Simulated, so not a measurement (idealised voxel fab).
Herein follows the process module entitled voxel self aligned vias.
Section shown: cut. Width: 300 nm. Cell size: 5 nm, square.
Cross-sections here: square-cell grids, written as top-down lists of bands, a band being one or more rows of cells. Band: top height; bottom height; in nm. Then, left to right: material with width in nm, for each material. "edge to edge": a single material spanning edge to edge. "air": empty space. Heights are measured from 0, the level below which the as-received wafer is all one material; the lowest band has no bottom and continues downward, written as in "0 and below". Think of "30..40" as a width that walks from the first number to the second as you go down the band, top row to bottom row, taking equal-sized steps from row to row. No cell of the cross-section changed in a step that is given as "stayed the same". "Sealed void inventory" enumerates empty spaces isolated from the top, with no open way to it, that contain at least 8 cells, giving each as width x height at distance from the left edge, all three in nm. On each step's line, the part that comes after the settings is the simulator's own comment on the step. overlay nm: for a step with a mask, the amount by which the mask lay right of where it was planned; a negative amount means left of it.

PLAN
| 1 | op RECEIVE | material Si |
| 2 | op CONFORMAL_DEP | material SiO2 | thk nm 10 |
| 3 | op CONFORMAL_DEP | material SiCN | thk nm 5 |
| 4 | op DIRECTIONAL_DEP | material lowk | thk nm 30 |
| 5 | op MASKED_ETCH | tone open | mask id LINES | width nm 20 | pitch nm 70 | etch materials lowk | depth nm 30 | overlay nm 0 |
| 6 | op CONFORMAL_DEP | material TiN | thk nm 5 |
| 7 | op FILL_DEP | material Ru | thk nm 10 |
| 8 | op CMP | height nm 45 |
| 9 | op SELECTIVE_ETCH | etch materials W Ru TiN | depth nm 10 |
| 10 | op FILL_DEP | material SiN | thk nm 5 |
| 11 | op CMP | height nm 45 |
| 12 | op DIRECTIONAL_DEP | material lowk | thk nm 20 |
| 13 | op DIRECTIONAL_DEP | material aC | thk nm 15 |
| 14 | op PATTERN | tone open | mask id VIAS | material resist | width nm 40 | pitch nm 140 | thk nm 30 | overlay nm 0 |
| 15 | op DIRECTIONAL_ETCH | etch materials aC | depth nm 15 |
| 16 | op STRIP | etch materials resist |
| 17 | op DIRECTIONAL_ETCH | etch materials lowk | depth nm 20 |
| 18 | op DIRECTIONAL_ETCH | etch materials SiN | depth nm 10 |
| 19 | op STRIP | etch materials aC |
| 20 | op CONFORMAL_DEP | material TiN | thk nm 5 |
| 21 | op FILL_DEP | material Cu | thk nm 5 |
| 22 | op CMP | height nm 65 |
| 23 | op CONFORMAL_DEP | material SiCN | thk nm 5 |

HERE'S WHAT THE WAFER LOOKED LIKE IN CROSS-SECTION WHEN IT ARRIVED - THAT'S AFTER STEP 1
    0 and below | Si edge to edge
    Sealed void inventory: none

WHAT THE WAFER LOOKS LIKE IN CROSS-SECTION AFTER THIS MODULE, WHEN IT STARTS AS SHOWN ABOVE AND FOLLOWS THE PLAN ABOVE BUT ONE MISTAKE IS MADE IN RUNNING IT
    70 down to 65 | SiCN edge to edge
    65 down to 50 | lowk: 60 | TiN: 5 | Cu: 30 | TiN: 5 | lowk: 100 | TiN: 5 | Cu: 30 | TiN: 5 | lowk: 60
    50 down to 45 | lowk: 60 | TiN: 20 | Cu: 5 | TiN: 15 | lowk: 100 | TiN: 20 | Cu: 5 | TiN: 15 | lowk: 60
    45 down to 40 | lowk: 75 | TiN: 5 | Cu: 5 | TiN: 5 | lowk: 55 | SiN: 15 | lowk: 55 | TiN: 5 | Cu: 5 | TiN: 5 | lowk: 70
    40 down to 35 | lowk: 75 | TiN: 15 | lowk: 55 | SiN: 15 | lowk: 55 | TiN: 15 | lowk: 70
    35 down to 20 | lowk: 75 | TiN: 5 | Ru: 5 | TiN: 5 | lowk: 55 | TiN: 5 | Ru: 5 | TiN: 5 | lowk: 55 | TiN: 5 | Ru: 5 | TiN: 5 | lowk: 70
    20 down to 15 | lowk: 75 | TiN: 15 | lowk: 55 | TiN: 15 | lowk: 55 | TiN: 15 | lowk: 70
    15 down to 10 | SiCN edge to edge
    10 down to 0 | SiO2 edge to edge
    0 and below | Si edge to edge
    Sealed void inventory: none
Diagnosis: step 5 deviated from plan and actually ran as op MASKED_ETCH | tone open | mask id LINES | width nm 15 | pitch nm 70 | etch materials lowk | depth nm 30 | overlay nm 0
